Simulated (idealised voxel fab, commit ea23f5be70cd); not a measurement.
The process module that follows is named voxel self aligned contacts.
Square cell edge 5 nm, section width 145 nm, ID cut.
A cross-section in this document is a grid of square cells, and it is written down as bands, the top band listed before the ones below it; a band is made up of one or more rows of cells.
The entry gives the band's vertical extent as a top height and a bottom height in nm, then its horizontal make-up as materials from left to right, each with a width in nm. "empty" stands for empty space; a single material marked "edge to edge" fills the band edge to edge.
It should be noted that heights are counted from 0, beneath which the wafer as supplied is of one material throughout, and that the lowest band possesses no lower boundary but continues downward, as written in "from 0 down".
Read "30 to 40" as a graded width: first number on top, second number at the bottom, same change between each pair of neighbouring rows.
Basically "no alterations made" means that step didn't change any cell in the cross-section.
Entry "Closed void register". Content: empty spaces with no open connection to the top, size 8 cells or greater. Each: width x height at distance. Distance: from left edge. Unit: nm.
It should be noted that, on the line of a given step, the content following the step's settings is a remark produced by the simulator itself with respect to that step.
overlay nm: mask right of planned place by this much (step with mask). Neg. = left.
Steps planned for the process
1) RECEIVE with material Si
2) OXIDIZE with depth nm 5
3) DIRECTIONAL_DEP with material polySi, thk nm 20
4) DIRECTIONAL_DEP with material SiN, thk nm 15
5) DIRECTIONAL_DEP with material aC, thk nm 10
6) PATTERN with tone cover, mask id GATE, material resist, width nm 35, pitch nm 60, thk nm 30, overlay nm -10
7) DIRECTIONAL_ETCH with etch materials aC, depth nm 10
8) STRIP with etch materials resist
9) DIRECTIONAL_ETCH with etch materials SiN, depth nm 15
10) DIRECTIONAL_ETCH with etch materials polySi, depth nm 20
11) STRIP with etch materials aC
12) CONFORMAL_DEP with material SiN, thk nm 5
13) DIRECTIONAL_ETCH with etch materials SiN, depth nm 5
14) FILL_DEP with material SiO2, thk nm 15
15) CMP with height nm 40
16) MASKED_ETCH with tone open, mask id CONTACT, width nm 35, etch materials SiO2, depth nm 45, overlay nm 0
17) CONFORMAL_DEP with material TiN, thk nm 5
18) FILL_DEP with material Ru, thk nm 5
19) CMP with height nm 40
20) CONFORMAL_DEP with material SiN, thk nm 5
The wafers in this document start out alike and differ in the overlay nm applied at step 6; the plan shows the value used for the first wafer.
Cross-section of the first of several wafers as received (after step 1)
    from 0 down: Si edge to edge
    Closed void register: none
Last step of the module is step 20; after it, the first of several wafers in cross-section
    from 45 to 40: SiN edge to edge
    from 40 to 35: SiO2=55, then TiN=5, then Ru=5, then TiN=25, then SiO2=55
    from 35 to 20: SiO2=10, then SiN=45, then TiN=5, then Ru=5, then TiN=5, then SiN=45, then SiO2=30
    from 20 to 0: SiO2=10, then SiN=5, then polySi=35, then SiN=5, then TiN=5, then Ru=5, then TiN=5, then SiN=5, then polySi=35, then SiN=5, then SiO2=30
    from 0 to -5: SiO2=55, then TiN=15, then SiO2=75
    from -5 down: Si edge to edge
    Closed void register: none
Last wafer x-sec, end of module
    from 45 to 40: SiN edge to edge
    from 40 to 35: SiO2=55, then TiN=25, then Ru=5, then TiN=5, then SiO2=55
    from 35 to 20: SiO2=30, then SiN=45, then TiN=5, then Ru=5, then TiN=5, then SiN=45, then SiO2=10
    from 20 to 0: SiO2=30, then SiN=5, then polySi=35, then SiN=5, then TiN=5, then Ru=5, then TiN=5, then SiN=5, then polySi=35, then SiN=5, then SiO2=10
    from 0 to -5: SiO2=75, then TiN=15, then SiO2=55
    from -5 down: Si edge to edge
    Closed void register: none
Per-wafer rows below. For each material: cells gained (+) or lost (-) since the wafer was received, as of end of module. Then: closed voids
overlay nm -10, +8 Ru, -29 Si, +99 SiN, +104 SiO2, +23 TiN, +56 polySi, Closed void register: none
overlay nm -5, +8 Ru, -29 Si, +99 SiN, +104 SiO2, +23 TiN, +56 polySi, Closed void register: none
overlay nm 0, +8 Ru, -29 Si, +99 SiN, +104 SiO2, +23 TiN, +56 polySi, Closed void register: none
overlay nm 5, +8 Ru, -29 Si, +99 SiN, +104 SiO2, +23 TiN, +56 polySi, Closed void register: none
overlay nm 10, +8 Ru, -29 Si, +99 SiN, +104 SiO2, +23 TiN, +56 polySi, Closed void register: none
